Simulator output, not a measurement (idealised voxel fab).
Presented below is a process module, voxel self aligned contacts.
FYI the section here is cut, 270 nm wide, cells are 5 nm squares.
Heads up, the way a cross-section reads in here is a grid of square cells, handed over as bands from the top down, with every band being one or more rows of cells.
Heads up on the band format: heights come first, top then bottom, in nm. After that it's the materials left to right, each with its width in nm. A single material flagged "throughout" fills the whole band edge to edge, and "air" means there's empty space there.
Heights are reckoned from 0. Under this level, the received wafer is all of one material. The bottommost band is open-ended downward, for example "top 0, no bottom".
A width given as "30..40" starts at the first number in the band's top row and ends at the second number in its bottom row, shifting by an equal amount at every step from row to row.
Any step labelled "nothing altered" changed none of the cells in the cross-section.
So "Closed cavities" is basically the list of trapped voids: any empty space of 8 cells or more that can't reach the top through an opening. They're written width x height at distance, the distance being from the left edge, and it's all nm.
What comes after the settings on a step's line is commentary from the simulator itself on that step.
If you see "overlay nm" on a step's line and that step has a mask, it's telling you how far right of where it was planned the mask ended up; a negative number means it went left instead.

# The process steps that were planned are listed below
| 1 | op RECEIVE | material Si |
| 2 | op OXIDIZE | depth nm 5 |
| 3 | op DIRECTIONAL_DEP | material polySi | thk nm 30 |
| 4 | op DIRECTIONAL_DEP | material SiN | thk nm 15 |
| 5 | op MASKED_ETCH | tone cover | mask id GATE | width nm 25 | pitch nm 55 | etch materials SiN | depth nm 15 | overlay nm 0 |
| 6 | op MASKED_ETCH | tone cover | mask id GATE | width nm 25 | pitch nm 55 | etch materials polySi | depth nm 30 | overlay nm 0 |
| 7 | op CONFORMAL_DEP | material SiN | thk nm 5 |
| 8 | op DIRECTIONAL_ETCH | etch materials SiN | depth nm 5 |
| 9 | op FILL_DEP | material SiO2 | thk nm 10 |
| 10 | op CMP | height nm 50 |
| 11 | op MASKED_ETCH | tone open | mask id CONTACT | width nm 40 | pitch nm 55 | etch materials SiO2 | depth nm 55 | overlay nm 0 |
| 12 | op CONFORMAL_DEP | material TiN | thk nm 5 |
| 13 | op FILL_DEP | material Ru | thk nm 10 |
| 14 | op CMP | height nm 50 |
| 15 | op CONFORMAL_DEP | material SiCN | thk nm 5 |
Be aware that, although all wafers share a common starting state, the depth nm at step 2 differs among them, and the plan displays the first wafer's value.

# As-received cross-section, first of several wafers, post step 1
- top 0, no bottom: Si throughout
- Closed cavities: none

# each wafer at the end: cells of each material gained (+) or lost (-) since it was received, then its closed voids
depth nm 5 | +40 Ru | -54 Si | +54 SiCN | +99 SiN | +309 SiO2 | +56 TiN | +90 polySi | Closed cavities: none
depth nm 10 | +40 Ru | -108 Si | +54 SiCN | +99 SiN | +363 SiO2 | +56 TiN | +90 polySi | Closed cavities: none
depth nm 15 | +40 Ru | -162 Si | +54 SiCN | +99 SiN | +417 SiO2 | +56 TiN | +90 polySi | Closed cavities: none
depth nm 20 | +40 Ru | -216 Si | +54 SiCN | +99 SiN | +471 SiO2 | +56 TiN | +90 polySi | Closed cavities: none
